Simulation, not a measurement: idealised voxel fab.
A process module follows: voxel released beams.
Cross-sectional view cut (width: 185 nm; square cell size: 5 nm).
For the purposes of this document, a cross-section shall be understood as a grid of square cells, specified as bands listed in top-to-bottom order, each band consisting of one or more rows of cells. Look at the band entry: it leads with the top's height and the bottom's height in nm. Then it lists the materials left to right, with a width in nm for each. The word "full width" on a single material says that material fills the band edge to edge. The word "air" is empty space. The reference from which all heights are counted is 0, the level beneath which the as-received wafer is entirely one material; the lowest band, having no lower bound, proceeds downward and is written after the example "from 0 down". Think of "30 to 40" as a width that walks from the first number to the second as you go down the band, top row to bottom row, taking equal-sized steps from row to row. "no change occurred" after a step means that no cell of the cross-section changed. Basically, "Entrapped void list" tells you about the enclosed voids: empty spaces with no open way to the top, 8 cells or bigger, each written width x height at distance, where distance is from the left edge, all in nm. It should be noted that, on the line of a given step, the content following the step's settings is a remark produced by the simulator itself with respect to that step. overlay nm: mask right of planned place by this much (step with mask). Neg. = left.

### Steps in the process plan
| 1 | RECEIVE [material Si] |
| 2 | CONFORMAL_DEP [material Al2O3] [thk nm 10] |
| 3 | DIRECTIONAL_DEP [material SiO2] [thk nm 20] |
| 4 | DIRECTIONAL_DEP [material aC] [thk nm 10] |
| 5 | PATTERN [tone open] [mask id ANCHOR] [material resist] [width nm 45] [thk nm 30] [overlay nm 0] |
| 6 | DIRECTIONAL_ETCH [etch materials aC] [depth nm 10] |
| 7 | STRIP [etch materials resist] |
| 8 | DIRECTIONAL_ETCH [etch materials SiO2] [depth nm 20] |
| 9 | STRIP [etch materials aC] |
| 10 | CONFORMAL_DEP [material polySi] [thk nm 15] |
| 11 | MASKED_ETCH [tone cover] [mask id BEAM] [width nm 110] [etch materials polySi] [depth nm 15] [overlay nm 0] |
| 12 | STRIP [etch materials SiO2] |

### So, the first of our two wafers, run just as we planned it

### Delivered wafer in cross-section: state after step 1
> from 0 down | Si full width
> Entrapped void list: none

### How the wafer stands in section after step 2
> from 10 to 0 | Al2O3 full width
> Lower than 0, everything is as it was.

### How the wafer stands in section after step 3
> from 30 to 10 | SiO2 full width
> Lower than 10, everything is as it was.

### How the wafer stands in section after step 4
> from 40 to 30 | aC full width
> Lower than 30, everything is as it was.

### How the wafer stands in section after step 5
> from 70 to 40 | 40 nm resist, 45 nm air, 100 nm resist
> Lower than 40, everything is as it was.

### How the wafer stands in section after step 6
> from 60 to 40 | 40 nm resist, 45 nm air, 100 nm resist
> from 40 to 30 | 40 nm aC, 45 nm air, 100 nm aC
> Lower than 30, everything is as it was.

### How the wafer stands in section after step 7
> from 40 to 30 | 40 nm aC, 45 nm air, 100 nm aC
> Lower than 30, everything is as it was.

### How the wafer stands in section after step 8
> from 40 to 30 | 40 nm aC, 45 nm air, 100 nm aC
> from 30 to 10 | 40 nm SiO2, 45 nm air, 100 nm SiO2
> Lower than 10, everything is as it was.

### How the wafer stands in section after step 9
> from 30 to 10 | 40 nm SiO2, 45 nm air, 100 nm SiO2
> Lower than 10, everything is as it was.

### How the wafer stands in section after step 10
> from 45 to 30 | 55 nm polySi, 15 nm air, 115 nm polySi
> from 30 to 25 | 40 nm SiO2, 15 nm polySi, 15 nm air, 15 nm polySi, 100 nm SiO2
> from 25 to 10 | 40 nm SiO2, 45 nm polySi, 100 nm SiO2
> Lower than 10, everything is as it was.

### How the wafer stands in section after step 11
> from 45 to 30 | 35 nm air, 20 nm polySi, 15 nm air, 75 nm polySi, 40 nm air
> Lower than 30, everything is as it was.

### How the wafer stands in section after step 12
> from 45 to 30 | 35 nm air, 20 nm polySi, 15 nm air, 75 nm polySi, 40 nm air
> from 30 to 25 | 40 nm air, 15 nm polySi, 15 nm air, 15 nm polySi, 100 nm air
> from 25 to 10 | 40 nm air, 45 nm polySi, 100 nm air
> Lower than 10, everything is as it was.

### Wafer two. Same start, same plan, one slip in execution. Same as wafer one through step 1, inclusive

### Second wafer: cross-section at the scheduled end of step 2
> from 20 to 0 | SiO2 full width
> Lower than 0, everything is as it was.

### Second wafer: cross-section at the scheduled end of step 3
> from 30 to 20 | Al2O3 full width
> Lower than 20, everything is as it was.

### Second wafer: cross-section at the scheduled end of step 4
> from 40 to 30 | aC full width
> Lower than 30, everything is as it was.

### Second wafer: cross-section at the scheduled end of step 5
> from 70 to 40 | 40 nm resist, 45 nm air, 100 nm resist
> Lower than 40, everything is as it was.

### Second wafer: cross-section at the scheduled end of step 6
> from 60 to 40 | 40 nm resist, 45 nm air, 100 nm resist
> from 40 to 30 | 40 nm aC, 45 nm air, 100 nm aC
> Lower than 30, everything is as it was.

### Second wafer: cross-section at the scheduled end of step 7
> from 40 to 30 | 40 nm aC, 45 nm air, 100 nm aC
> Lower than 30, everything is as it was.

Second wafer: cross-section at the scheduled end of step 8: no change occurred

### Second wafer: cross-section at the scheduled end of step 9
> from 30 to 20 | Al2O3 full width
> Lower than 20, everything is as it was.

### Second wafer: cross-section at the scheduled end of step 10
> from 45 to 30 | polySi full width
> Lower than 30, everything is as it was.

### Second wafer: cross-section at the scheduled end of step 11
> from 45 to 30 | 35 nm air, 110 nm polySi, 40 nm air
> Lower than 30, everything is as it was.

Second wafer: cross-section at the scheduled end of step 12: no change occurred
Want to know what went wrong? steps 2 and 3 swapped
Upon completion, the second wafer contains, in terms of cells, a greater or smaller amount of certain materials than the first wafer: SiO2: 148 more, polySi: 24 fewer
